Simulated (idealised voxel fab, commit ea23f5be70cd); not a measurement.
The name of this process module is voxel released beams.
Shown is cross-section cut, with a width of 255 nm and square cells of size 5 nm.
We lay out every cross-section as a grid of square cells and spell it out in bands from the top down, where one band means one or more rows of cells. In this notation a band is specified by the heights of its top and bottom, in that order and in nm, after which its materials appear from left to right, each paired with its width in nm. The word "all across" attached to a single material means that material fills the band from edge to edge; the word "air" stands for empty space. For the purposes of this specification, 0 denotes the height below which the wafer in its as-received condition is composed wholly of one material, and the lowermost band, lacking a lower limit, extends downward without end, as expressed in "0 down". Note: "30 to 40" means the width goes from the first number (top row of the band) to the second number (bottom row) in equal steps per row of cells. For the purposes of this document, the phrase "no alteration" attached to a step denotes that no cell within the cross-section was modified by that step. For the entry "Closed void list", the listed items are empty spaces with no open way to the top whose size is 8 cells or more; each item follows the pattern width x height at distance, where distance is from the left edge and all three are in nm. Formally, on a step line, whatever follows the settings is a remark that the simulator itself makes on the step. overlay nm: mask right of planned place by this much (step with mask). Neg. = left.

This section lists the process steps that were planned:
1: RECEIVE with material Si
2: CONFORMAL_DEP with material SiN, thk nm 10
3: DIRECTIONAL_DEP with material SiO2, thk nm 15
4: DIRECTIONAL_DEP with material aC, thk nm 15
5: PATTERN with tone open, mask id ANCHOR, material resist, width nm 45, thk nm 30, overlay nm 0
6: DIRECTIONAL_ETCH with etch materials aC, depth nm 15
7: STRIP with etch materials resist
8: DIRECTIONAL_ETCH with etch materials SiO2, depth nm 15
9: STRIP with etch materials aC
10: CONFORMAL_DEP with material TiN, thk nm 15
11: MASKED_ETCH with tone cover, mask id BEAM, width nm 95, etch materials TiN, depth nm 15, overlay nm 0
12: STRIP with etch materials SiO2

As-received state of the wafer in cross-section, equivalent to post-step 1:
0 down | Si all across
Closed void list: none

Final wafer profile in cross-section after the module, from the same start and plan as above, with one mistake made during processing:
55 to 40 | 75 air | 95 TiN | 85 air
40 to 25 | TiN all across
25 to 10 | 80 SiO2 | 45 TiN | 130 SiO2
10 to 0 | SiN all across
0 down | Si all across
Closed void list: none
Finding, execution versus plan: step 10 from the plan got run twice
